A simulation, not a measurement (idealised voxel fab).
Process module heading - voxel trench capacitor
This is section cut - it's 225 nm across, gridded in 5 nm square cells.
A cross-section is a grid of square cells, given in bands from the top down. A band is one or more rows of cells.
Band: top height; bottom height; in nm. Then, left to right: material with width in nm, for each material. "edge to edge": a single material spanning edge to edge. "blank": empty space.
Note: height 0 marks the level under which the wafer is uniformly one material as received. Lowest band unbounded below, written "0 nm and below".
Width spec "30..40" -> top row of cells at first value, bottom row at second value, equal per-row change in between.
You'll sometimes find "remained the same" written for a step, and that's the way of saying that nowhere in the cross-section did a cell change during that step.
Listed in "Sealed void list": every empty space of 8 or more cells without an open way to the top. Form: width x height at distance, the distance being from the left edge, all in nm.
Heads up: the bit after the settings on a step's line is the simulator's remark on that step.
overlay nm: step with mask; distance mask lay right of planned place; negative value = left of planned place.

**Process steps - plan**
step 1: RECEIVE [material Si]
step 2: CONFORMAL_DEP [material SiN] [thk nm 10]
step 3: DIRECTIONAL_DEP [material aC] [thk nm 15]
step 4: PATTERN [tone open] [mask id TRENCH] [material resist] [width nm 25] [pitch nm 50] [thk nm 30] [overlay nm 0]
step 5: DIRECTIONAL_ETCH [etch materials aC] [depth nm 15]
step 6: STRIP [etch materials resist]
step 7: DIRECTIONAL_ETCH [etch materials SiN] [depth nm 10]
step 8: DIRECTIONAL_ETCH [etch materials Si] [depth nm 25]
step 9: STRIP [etch materials aC]
step 10: CONFORMAL_DEP [material HfO2] [thk nm 5]
step 11: CONFORMAL_DEP [material TiN] [thk nm 5]
step 12: FILL_DEP [material W] [thk nm 5]
step 13: CMP [height nm 10]

**This is the cross-section of the wafer as we received it, i.e. after step 1**
    0 nm and below: Si edge to edge
    Sealed void list: none

**Wafer at module end, in section. Began as above, planned as above, run with one mistake**
    10 nm to 0 nm: W 15  TiN 5  HfO2 5  SiN 25  HfO2 5  TiN 5  W 5  TiN 5  HfO2 5  SiN 25  HfO2 5  TiN 5  W 5  TiN 5  HfO2 5  SiN 25  HfO2 5  TiN 5  W 5  TiN 5  HfO2 5  SiN 25  HfO2 5  TiN 5  W 15
    0 nm to -15 nm: W 15  TiN 5  HfO2 5  Si 25  HfO2 5  TiN 5  W 5  TiN 5  HfO2 5  Si 25  HfO2 5  TiN 5  W 5  TiN 5  HfO2 5  Si 25  HfO2 5  TiN 5  W 5  TiN 5  HfO2 5  Si 25  HfO2 5  TiN 5  W 15
    -15 nm to -20 nm: TiN 20  HfO2 5  Si 25  HfO2 5  TiN 15  HfO2 5  Si 25  HfO2 5  TiN 15  HfO2 5  Si 25  HfO2 5  TiN 15  HfO2 5  Si 25  HfO2 5  TiN 20
    -20 nm to -25 nm: HfO2 25  Si 25  HfO2 25  Si 25  HfO2 25  Si 25  HfO2 25  Si 25  HfO2 25
    -25 nm and below: Si edge to edge
    Sealed void list: none
Diagnosis: step 4 ran differently from the plan; actual operation with settings: PATTERN [tone cover] [mask id TRENCH] [material resist] [width nm 25] [pitch nm 50] [thk nm 30] [overlay nm 0]
